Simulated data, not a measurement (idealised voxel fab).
The process module that follows is named voxel self aligned contacts.
The cross-section on display is named cut; it measures 235 nm wide, and its cells are 5 nm squares.
We lay out every cross-section as a grid of square cells and spell it out in bands from the top down, where one band means one or more rows of cells.
Band entry format. Leading values: height of top, height of bottom, nm. Remainder: materials in left-to-right order, each with its width in nm. Special words: "everywhere" on a single material, which then fills the band edge to edge; "air", empty space.
For the purposes of this specification, 0 denotes the height below which the wafer in its as-received condition is composed wholly of one material, and the lowermost band, lacking a lower limit, extends downward without end, as expressed in "0 and below".
Quick explanation for "30..40": the width changes in equal steps down the rows of cells, from the first number in the band's top row to the second number in its bottom row.
Take "no alterations made" at face value: in the step it is given for, the cross-section changed in none of its cells.
The entry titled "Enclosed internal cavities" provides the empty spaces that have no open way to the top, restricted to those of 8 cells or more. Each is presented as width x height at distance, the distance being measured from the left edge, with all three in nm.
Whatever follows a step's settings on its line is a remark the simulator itself makes about that step.
"overlay nm" denotes, for a step that has a mask, the displacement of the mask to the right of its planned place, with negative values corresponding to the left.
### The steps planned for the process are as follows
1. RECEIVE, material Si
2. OXIDIZE, depth nm 5
3. DIRECTIONAL_DEP, material polySi, thk nm 20
4. DIRECTIONAL_DEP, material SiN, thk nm 15
5. DIRECTIONAL_DEP, material aC, thk nm 15
6. PATTERN, tone cover, mask id GATE, material resist, width nm 35, pitch nm 60, thk nm 30, overlay nm 0
7. DIRECTIONAL_ETCH, etch materials aC, depth nm 15
8. STRIP, etch materials resist
9. DIRECTIONAL_ETCH, etch materials SiN, depth nm 15
10. DIRECTIONAL_ETCH, etch materials polySi, depth nm 20
11. STRIP, etch materials aC
12. CONFORMAL_DEP, material SiN, thk nm 5
13. DIRECTIONAL_ETCH, etch materials SiN, depth nm 5
14. FILL_DEP, material SiO2, thk nm 10
15. CMP, height nm 40
16. DIRECTIONAL_DEP, material aC, thk nm 10
17. PATTERN, tone open, mask id CONTACT, material resist, width nm 35, thk nm 30, overlay nm 0
18. DIRECTIONAL_ETCH, etch materials aC, depth nm 10
19. STRIP, etch materials resist
20. DIRECTIONAL_ETCH, etch materials SiO2, depth nm 45
21. STRIP, etch materials aC
22. CONFORMAL_DEP, material TiN, thk nm 5
23. FILL_DEP, material Ru, thk nm 10
24. CMP, height nm 40
25. CONFORMAL_DEP, material SiN, thk nm 5
### Incoming wafer, cross-sectional view, post step 1
  0 and below = Si everywhere
  Enclosed internal cavities: none
### Cross-sectional view of the first of the two wafers upon completion of the module, processed in accordance with the plan
  45 down to 40 = SiN everywhere
  40 down to 35 = 100 nm SiO2  15 nm TiN  5 nm Ru  15 nm TiN  100 nm SiO2
  35 down to 20 = 65 nm SiO2  45 nm SiN  5 nm TiN  5 nm Ru  5 nm TiN  45 nm SiN  65 nm SiO2
  20 down to 0 = 65 nm SiO2  5 nm SiN  35 nm polySi  5 nm SiN  5 nm TiN  5 nm Ru  5 nm TiN  5 nm SiN  35 nm polySi  5 nm SiN  65 nm SiO2
  0 down to -5 = 110 nm SiO2  15 nm TiN  110 nm SiO2
  -5 and below = Si everywhere
  Enclosed internal cavities: none
### Cross-section, second wafer: same start as the first, same plan as the first, one mistake in running it; taken at the end of the module
  45 down to 40 = SiN everywhere
  40 down to 35 = 100 nm SiO2  10 nm TiN  15 nm Ru  10 nm TiN  100 nm SiO2
  35 down to 20 = 70 nm SiO2  35 nm SiN  5 nm TiN  15 nm Ru  5 nm TiN  35 nm SiN  70 nm SiO2
  20 down to 0 = 70 nm SiO2  5 nm SiN  25 nm polySi  5 nm SiN  5 nm TiN  15 nm Ru  5 nm TiN  5 nm SiN  25 nm polySi  5 nm SiN  70 nm SiO2
  0 down to -5 = 105 nm SiO2  25 nm TiN  105 nm SiO2
  -5 and below = Si everywhere
  Enclosed internal cavities: none
Misprocessing identified: step 6: run off-plan, actual operation and settings PATTERN, tone cover, mask id GATE, material resist, width nm 25, pitch nm 60, thk nm 30, overlay nm 0
Final wafer comparison in cells, second versus first, more or fewer per material: +16 Ru | -12 SiN | +12 SiO2 | -16 polySi
